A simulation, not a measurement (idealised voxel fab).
The name of this process module is voxel capacitor over wiring.
Square cells of 5 nm make up the cross-section cut, whose width is 140 nm.
Just so we're on the same page, the cross-sections are grids of square cells, and they're listed out in bands top to bottom, each band one or more rows deep.
Look at the band entry: it leads with the top's height and the bottom's height in nm. Then it lists the materials left to right, with a width in nm for each. The word "everywhere" on a single material says that material fills the band edge to edge. The word "empty" is empty space.
Beneath 0, the wafer as received is one material, and that level is where height counting begins. The lowest band goes on downward without a bottom; it is written like "0 and below".
Quick explanation for "30 to 40": the width changes in equal steps down the rows of cells, from the first number in the band's top row to the second number in its bottom row.
"nothing got changed", as given for a step, is the statement that not any cell of the cross-section underwent a change during that step.
The entry titled "Voids, fully enclosed" provides the empty spaces that have no open way to the top, restricted to those of 8 cells or more. Each is presented as width x height at distance, the distance being measured from the left edge, with all three in nm.
Read whatever lies past the settings on a step's line as the simulator's own remark about the step.
The setting "overlay nm" may be written on the line of a step. When the step uses a mask, the value reports how far to the right of the planned place the mask lay, and a negative value reports that it lay to the left.

HERE'S WHAT THE PLANNED PROCESS STEPS LOOK LIKE
step 1: RECEIVE, material Si
step 2: CONFORMAL_DEP, material SiO2, thk nm 15
step 3: DIRECTIONAL_DEP, material TiN, thk nm 5
step 4: DIRECTIONAL_DEP, material W, thk nm 25
step 5: MASKED_ETCH, tone cover, mask id METAL_1, width nm 20, pitch nm 75, etch materials W, depth nm 25, overlay nm 0
step 6: MASKED_ETCH, tone cover, mask id METAL_1, width nm 20, pitch nm 75, etch materials TiN, depth nm 5, overlay nm 0
step 7: FILL_DEP, material lowk, thk nm 5
step 8: CMP, height nm 45
step 9: CONFORMAL_DEP, material SiCN, thk nm 5
step 10: DIRECTIONAL_DEP, material lowk, thk nm 15
step 11: PATTERN, tone open, mask id PLUG_1, material resist, width nm 15, thk nm 20, overlay nm 0
step 12: DIRECTIONAL_ETCH, etch materials lowk, depth nm 15
step 13: DIRECTIONAL_ETCH, etch materials SiCN, depth nm 5
step 14: STRIP, etch materials resist
step 15: EPI, material Ru, thk nm 10
step 16: EPI, material Ru, thk nm 10
step 17: DIRECTIONAL_DEP, material TiN, thk nm 5
step 18: DIRECTIONAL_DEP, material SiN, thk nm 5
step 19: DIRECTIONAL_DEP, material TiN, thk nm 10
step 20: PATTERN, tone cover, mask id UPPER_PLATE, material resist, width nm 60, thk nm 20, overlay nm 0
step 21: DIRECTIONAL_ETCH, etch materials TiN, depth nm 10
step 22: DIRECTIONAL_ETCH, etch materials SiN, depth nm 5
step 23: STRIP, etch materials resist
step 24: DIRECTIONAL_DEP, material aC, thk nm 10
step 25: PATTERN, tone cover, mask id LOWER_PLATE, material resist, width nm 70, thk nm 30, overlay nm 0
step 26: DIRECTIONAL_ETCH, etch materials aC, depth nm 10
step 27: STRIP, etch materials resist
step 28: DIRECTIONAL_ETCH, etch materials TiN, depth nm 5
step 29: STRIP, etch materials aC
step 30: FILL_DEP, material SiO2, thk nm 15
step 31: CMP, height nm 95
step 32: MASKED_ETCH, tone open, mask id PLUG_2, width nm 15, etch materials SiO2, depth nm 10, overlay nm 0
step 33: CONFORMAL_DEP, material TiN, thk nm 5
step 34: FILL_DEP, material Cu, thk nm 5
step 35: CMP, height nm 95
step 36: CONFORMAL_DEP, material SiCN, thk nm 5

SHOWN IN CROSS-SECTION IS THE WAFER AS RECEIVED, THAT IS, AS IT STANDS AFTER STEP 1
  0 and below = Si everywhere
  Voids, fully enclosed: none

MODULE COMPLETE, CROSS-SECTION. STARTING POINT AND PLAN PER ABOVE. ONE MISTAKE MADE IN RUNNING THE MODULE
  100 down to 95 = SiCN everywhere
  95 down to 90 = SiO2 35 nm / TiN 5 nm / Cu 5 nm / TiN 5 nm / SiO2 90 nm
  90 down to 85 = SiO2 35 nm / TiN 15 nm / SiO2 90 nm
  85 down to 75 = SiO2 25 nm / TiN 60 nm / SiO2 55 nm
  75 down to 70 = SiO2 25 nm / SiN 60 nm / SiO2 55 nm
  70 down to 65 = SiO2 20 nm / TiN 70 nm / SiO2 50 nm
  65 down to 50 = lowk 25 nm / Ru 15 nm / lowk 100 nm
  50 down to 45 = SiCN 25 nm / Ru 15 nm / SiCN 100 nm
  45 down to 20 = lowk 25 nm / W 15 nm / lowk 60 nm / W 15 nm / lowk 25 nm
  20 down to 15 = lowk 20 nm / TiN 20 nm / lowk 55 nm / TiN 20 nm / lowk 25 nm
  15 down to 0 = SiO2 everywhere
  0 and below = Si everywhere
  Voids, fully enclosed: none
Here's what went sideways: in deviation from the planned setting, step 5 was conducted as MASKED_ETCH, tone cover, mask id METAL_1, width nm 15, pitch nm 75, etch materials W, depth nm 25, overlay nm 0
